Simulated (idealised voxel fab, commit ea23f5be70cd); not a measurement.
The following is a process module called voxel wiring stack.
In the cross-section labelled cut, the width is 235 nm and each square cell is 5 nm.
For the purposes of this document, a cross-section shall be understood as a grid of square cells, specified as bands listed in top-to-bottom order, each band consisting of one or more rows of cells. Heads up on the band format: heights come first, top then bottom, in nm. After that it's the materials left to right, each with its width in nm. A single material flagged "throughout" fills the whole band edge to edge, and "empty" means there's empty space there. Heights are reckoned from 0. Under this level, the received wafer is all of one material. The bottommost band is open-ended downward, for example "z 0 and below". With a width like "30 to 40", each row of cells in the band differs from the next by the same amount, the top row carrying the first number and the bottom row the second. Step marked "remained the same"? Then no cell in the cross-section changed in it. Listed in "Closed voids list": every empty space of 8 or more cells without an open way to the top. Form: width x height at distance, the distance being from the left edge, all in nm. The remark found on a step's line after its settings is issued by the simulator itself and pertains to that step. On any step carrying a mask, the "overlay nm" setting, if present on the step's line, tells how far right of its planned place the mask lay; negative values point to the left.
List of planned process steps
1 RECEIVE [material Si]
2 CONFORMAL_DEP [material SiO2] [thk nm 15]
3 DIRECTIONAL_DEP [material TiN] [thk nm 5]
4 DIRECTIONAL_DEP [material W] [thk nm 20]
5 DIRECTIONAL_DEP [material aC] [thk nm 15]
6 PATTERN [tone cover] [mask id METAL_1] [material resist] [width nm 30] [pitch nm 60] [thk nm 30] [overlay nm 0]
7 DIRECTIONAL_ETCH [etch materials aC] [depth nm 15]
8 STRIP [etch materials resist]
9 DIRECTIONAL_ETCH [etch materials W] [depth nm 20]
10 DIRECTIONAL_ETCH [etch materials TiN] [depth nm 5]
11 STRIP [etch materials aC]
12 CONFORMAL_DEP [material SiCN] [thk nm 5]
13 FILL_DEP [material lowk] [thk nm 10]
14 CMP [height nm 40]
15 CONFORMAL_DEP [material SiCN] [thk nm 5]
16 DIRECTIONAL_DEP [material SiO2] [thk nm 10]
17 MASKED_ETCH [tone open] [mask id PLUG_1] [width nm 15] [pitch nm 120] [etch materials SiO2] [depth nm 20] [overlay nm 0]
18 MASKED_ETCH [tone open] [mask id PLUG_1] [width nm 15] [pitch nm 120] [etch materials SiCN] [depth nm 5] [overlay nm 0]
19 CONFORMAL_DEP [material TiN] [thk nm 5]
20 FILL_DEP [material W] [thk nm 5]
21 CMP [height nm 65]
22 CONFORMAL_DEP [material SiCN] [thk nm 5]
23 DIRECTIONAL_DEP [material SiO2] [thk nm 15]
24 PATTERN [tone open] [mask id METAL_2] [material resist] [width nm 30] [pitch nm 60] [thk nm 20] [overlay nm 0]
25 DIRECTIONAL_ETCH [etch materials SiO2] [depth nm 15]
26 DIRECTIONAL_ETCH [etch materials SiCN] [depth nm 5]
27 STRIP [etch materials resist]
28 CONFORMAL_DEP [material TiN] [thk nm 5]
29 FILL_DEP [material W] [thk nm 5]
30 CMP [height nm 85]
31 CONFORMAL_DEP [material SiCN] [thk nm 5]
32 DIRECTIONAL_DEP [material SiO2] [thk nm 10]
33 MASKED_ETCH [tone open] [mask id PLUG_2] [width nm 15] [pitch nm 60] [etch materials SiO2] [depth nm 10] [overlay nm 0]
34 MASKED_ETCH [tone open] [mask id PLUG_2] [width nm 15] [pitch nm 60] [etch materials SiCN] [depth nm 5] [overlay nm 0]
35 CONFORMAL_DEP [material TiN] [thk nm 5]
36 FILL_DEP [material W] [thk nm 5]
37 CMP [height nm 100]
38 DIRECTIONAL_DEP [material TiN] [thk nm 5]
39 DIRECTIONAL_DEP [material Ru] [thk nm 25]
40 MASKED_ETCH [tone cover] [mask id METAL_3] [width nm 30] [pitch nm 60] [etch materials Ru] [depth nm 25] [overlay nm 0]
41 MASKED_ETCH [tone cover] [mask id METAL_3] [width nm 30] [pitch nm 60] [etch materials TiN] [depth nm 5] [overlay nm 0]
42 CONFORMAL_DEP [material SiN] [thk nm 5]
43 FILL_DEP [material lowk] [thk nm 5]
44 CMP [height nm 130]
45 CONFORMAL_DEP [material SiCN] [thk nm 5]
varied across the wafers: thk nm of step 16. The plan shows the first wafer's value. All wafers start alike
Received wafers, first of several: cross-section after step 1
  z 0 and below | Si throughout
  Closed voids list: none
Each row below is a wafer at the end of the module, listing for every material the number of cells it has gained (+) or lost (-) since it was received, followed by its closed voids
thk nm 10; +90 Ru; +208 SiCN; +59 SiN; +386 SiO2; +152 TiN; +167 W; +207 lowk; Closed voids list: none
thk nm 15; +90 Ru; +208 SiCN; +59 SiN; +427 SiO2; +156 TiN; +122 W; +207 lowk; Closed voids list: none
thk nm 20; +90 Ru; +208 SiCN; +59 SiN; +468 SiO2; +115 TiN; +122 W; +207 lowk; Closed voids list: none
thk nm 25; +90 Ru; +214 SiCN; +59 SiN; +474 SiO2; +107 TiN; +118 W; +207 lowk; Closed voids list: none
thk nm 30; +90 Ru; +214 SiCN; +59 SiN; +480 SiO2; +103 TiN; +116 W; +207 lowk; Closed voids list: none
thk nm 35; +90 Ru; +214 SiCN; +59 SiN; +486 SiO2; +99 TiN; +114 W; +207 lowk; Closed voids list: none
